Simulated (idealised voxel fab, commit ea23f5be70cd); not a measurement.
process module | voxel ribs on slabs
cross-section cut | 155 nm wide | cells 5 nm
A cross-section is a grid of square cells, given in bands from the top down. A band is one or more rows of cells.
Each band's line starts with the height of the band's top and of its bottom, in nm. Then come its materials from left to right, each with its width in nm. One material with "throughout" fills the band from edge to edge. "air" is empty space.
Height 0 is the level under which the wafer as received is all one material. The lowest band goes on downwards, as in "0 down".
A width such as "30 to 40" changes by the same amount from each row of cells to the next, from the band's top row to its bottom row.
"no change" after a step means that no cell of the cross-section changed.
closed voids: empty space of 8 cells or more with no open way to the top, each as width x height at its distance from the left edge, in nm
after a step's settings: what the simulator itself notes on the step
overlay nm, on a step with a mask: how far to the right of its planned place the mask lay; to the left if negative
plan
1 op RECEIVE | material Si
2 op DIRECTIONAL_DEP | material SiO2 | thk nm 20
3 op DIRECTIONAL_DEP | material polySi | thk nm 20
4 op PATTERN | tone cover | mask id RIB | material resist | width nm 15 | thk nm 15 | overlay nm 0
5 op DIRECTIONAL_ETCH | etch materials polySi | depth nm 5
6 op STRIP | etch materials resist
7 op MASKED_ETCH | tone cover | mask id SLAB | width nm 65 | etch materials polySi | depth nm 15 | overlay nm 0
8 op FILL_DEP | material SiO2 | thk nm 30
9 op CMP | height nm 60
10 op DIRECTIONAL_DEP | material W | thk nm 5
11 op DIRECTIONAL_DEP | material aC | thk nm 15
12 op PATTERN | tone cover | mask id HEATER | material resist | width nm 25 | thk nm 35 | overlay nm 0
13 op DIRECTIONAL_ETCH | etch materials aC | depth nm 15
14 op STRIP | etch materials resist
15 op DIRECTIONAL_ETCH | etch materials W | depth nm 5
16 op STRIP | etch materials aC
17 op CONFORMAL_DEP | material SiN | thk nm 10
varied across the wafers: width nm of step 7. The plan shows the first wafer's value. All wafers start alike
first wafer as received, after step 1
  0 down: Si throughout
  closed voids: none
first wafer at the end, after step 17
  75 to 70: air 55 | SiN 45 | air 55
  70 to 65: SiN throughout
  65 to 60: SiN 65 | W 25 | SiN 65
  60 to 40: SiO2 throughout
  40 to 35: SiO2 70 | polySi 15 | SiO2 70
  35 to 20: SiO2 45 | polySi 65 | SiO2 45
  20 to 0: SiO2 throughout
  0 down: Si throughout
  closed voids: none
last wafer at the end
  75 to 70: air 55 | SiN 45 | air 55
  70 to 65: SiN throughout
  65 to 60: SiN 65 | W 25 | SiN 65
  60 to 40: SiO2 throughout
  40 to 35: SiO2 70 | polySi 15 | SiO2 70
  35 to 20: SiO2 35 | polySi 90 | SiO2 30
  20 to 0: SiO2 throughout
  0 down: Si throughout
  closed voids: none
each wafer at the end: cells of each material gained (+) or lost (-) since it was received, then its closed voids
width nm 65 | +66 SiN | +330 SiO2 | +5 W | +42 polySi | closed voids: none
width nm 70 | +66 SiN | +327 SiO2 | +5 W | +45 polySi | closed voids: none
width nm 75 | +66 SiN | +324 SiO2 | +5 W | +48 polySi | closed voids: none
width nm 80 | +66 SiN | +321 SiO2 | +5 W | +51 polySi | closed voids: none
width nm 85 | +66 SiN | +318 SiO2 | +5 W | +54 polySi | closed voids: none
width nm 90 | +66 SiN | +315 SiO2 | +5 W | +57 polySi | closed voids: none
